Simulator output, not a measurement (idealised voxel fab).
process module | voxel fin reveal
cross-section cut | 270 nm wide | cells 5 nm
A cross-section is a grid of square cells, given in bands from the top down. A band is one or more rows of cells.
Each band's line starts with the height of the band's top and of its bottom, in nm. Then come its materials from left to right, each with its width in nm. One material with "throughout" fills the band from edge to edge. "air" is empty space.
Height 0 is the level under which the wafer as received is all one material. The lowest band goes on downwards, as in "0 down".
A width such as "30 to 40" changes by the same amount from each row of cells to the next, from the band's top row to its bottom row.
"no change" after a step means that no cell of the cross-section changed.
closed voids: empty space of 8 cells or more with no open way to the top, each as width x height at its distance from the left edge, in nm
after a step's settings: what the simulator itself notes on the step
overlay nm, on a step with a mask: how far to the right of its planned place the mask lay; to the left if negative
plan
1 op RECEIVE | material Si
2 op CONFORMAL_DEP | material SiN | thk nm 5
3 op PATTERN | tone cover | mask id FINS | material resist | width nm 15 | pitch nm 45 | thk nm 20 | overlay nm 0
4 op DIRECTIONAL_ETCH | etch materials SiN | depth nm 5
5 op DIRECTIONAL_ETCH | etch materials Si | depth nm 30
6 op STRIP | etch materials resist
7 op FILL_DEP | material SiO2 | thk nm 15
8 op CMP | height nm -5
9 op SELECTIVE_ETCH | etch materials SiO2 | depth nm 15
10 op STRIP | etch materials SiN
11 op CONFORMAL_DEP | material HfO2 | thk nm 5
varied across the wafers: height nm of step 8. The plan shows the first wafer's value. All wafers start alike
first wafer as received, after step 1
  0 down: Si throughout
  closed voids: none
each wafer at the end: cells of each material gained (+) or lost (-) since it was received, then its closed voids
height nm -5 | +72 HfO2 | -279 Si | +90 SiO2 | closed voids: none
height nm 0 | +72 HfO2 | -270 Si | +135 SiO2 | closed voids: none
height nm 5 | +66 HfO2 | -270 Si | +180 SiO2 | closed voids: none
height nm 10 | +60 HfO2 | -270 Si | +225 SiO2 | closed voids: none
height nm 15 | +54 HfO2 | -270 Si | +270 SiO2 | closed voids: none
height nm 20 | +60 HfO2 | -270 Si | +315 SiO2 | closed voids: none
